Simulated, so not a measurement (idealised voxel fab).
A process module follows: voxel quadruple lines.
The cross-section on display is named cut; it measures 215 nm wide, and its cells are 5 nm squares.
Think of the cross-section as a grid of square cells. We describe it in bands, top to bottom, and each band covers one or more rows of those cells. A band entry consists of two parts. The first gives the height of the band's top and the height of its bottom, in nm. The rest lists the band's materials from left to right, each with its width in nm. A single material labelled with the word "full width" fills the band from edge to edge, and the word "empty" marks empty space. We count height from 0. Below that, the starting wafer is all one material. The lowest band never ends at the bottom but goes on down; see "from 0 down" for how that is written. It should be noted that a width expressed as "30..40" varies in equal increments from row to row of cells within the band, taking the value of the first number at the top row and that of the second number at the bottom row. Where the words "stayed the same" appear for a step, the cross-section shows no cell changed by that step; every cell remained as before. Entry "Sealed void listing" = empty spaces >= 8 cells with no open way to the top; each as width x height at distance, distance from left edge, all nm. Note: text after step settings on the step line = simulator remark on that step. On any step carrying a mask, the "overlay nm" setting, if present on the step's line, tells how far right of its planned place the mask lay; negative values point to the left.

Intended process steps:
1: RECEIVE | material Si
2: CONFORMAL_DEP | material SiO2 | thk nm 10
3: DIRECTIONAL_DEP | material Ru | thk nm 15
4: DIRECTIONAL_DEP | material polySi | thk nm 15
5: DIRECTIONAL_DEP | material aC | thk nm 25
6: PATTERN | tone cover | mask id MANDREL | material resist | width nm 20 | pitch nm 60 | thk nm 35 | overlay nm 0
7: DIRECTIONAL_ETCH | etch materials aC | depth nm 25
8: STRIP | etch materials resist
9: CONFORMAL_DEP | material SiO2 | thk nm 10
10: DIRECTIONAL_ETCH | etch materials SiO2 | depth nm 10
11: STRIP | etch materials aC
12: DIRECTIONAL_ETCH | etch materials polySi | depth nm 15
13: STRIP | etch materials SiO2
14: CONFORMAL_DEP | material SiCN | thk nm 5
15: DIRECTIONAL_ETCH | etch materials SiCN | depth nm 5
16: STRIP | etch materials polySi
17: DIRECTIONAL_ETCH | etch materials Ru | depth nm 15
18: STRIP | etch materials SiCN
19: FILL_DEP | material lowk | thk nm 10
20: CMP | height nm 25

Delivered wafer in cross-section: state after step 1:
* from 0 down | Si full width
* Sealed void listing: none

Cross-section: first of two wafers, module finished, run according to plan:
* from 25 to 10 | lowk 50 nm  Ru 5 nm  lowk 10 nm  Ru 5 nm  lowk 10 nm  Ru 5 nm  lowk 10 nm  Ru 5 nm  lowk 10 nm  Ru 5 nm  lowk 10 nm  Ru 5 nm  lowk 10 nm  Ru 5 nm  lowk 10 nm  Ru 5 nm  lowk 55 nm
* from 10 to 0 | SiO2 full width
* from 0 down | Si full width
* Sealed void listing: none

Cross-section at end of module for the second wafer of two, which matched the first in starting point and plan and differed by one mistake in its processing:
* from 25 to 15 | lowk full width
* from 15 to 0 | lowk 50 nm  Ru 5 nm  lowk 10 nm  Ru 5 nm  lowk 10 nm  Ru 5 nm  lowk 10 nm  Ru 5 nm  lowk 10 nm  Ru 5 nm  lowk 10 nm  Ru 5 nm  lowk 10 nm  Ru 5 nm  lowk 10 nm  Ru 5 nm  lowk 55 nm
* from 0 down | Si full width
* Sealed void listing: none
What went wrong in running the wafer? it should be noted that step 2 of the plan was omitted and was not performed
Looking at both finished wafers in cells, the second ends up ahead of or behind the first on some materials: 86 fewer of SiO2, 86 more of lowk
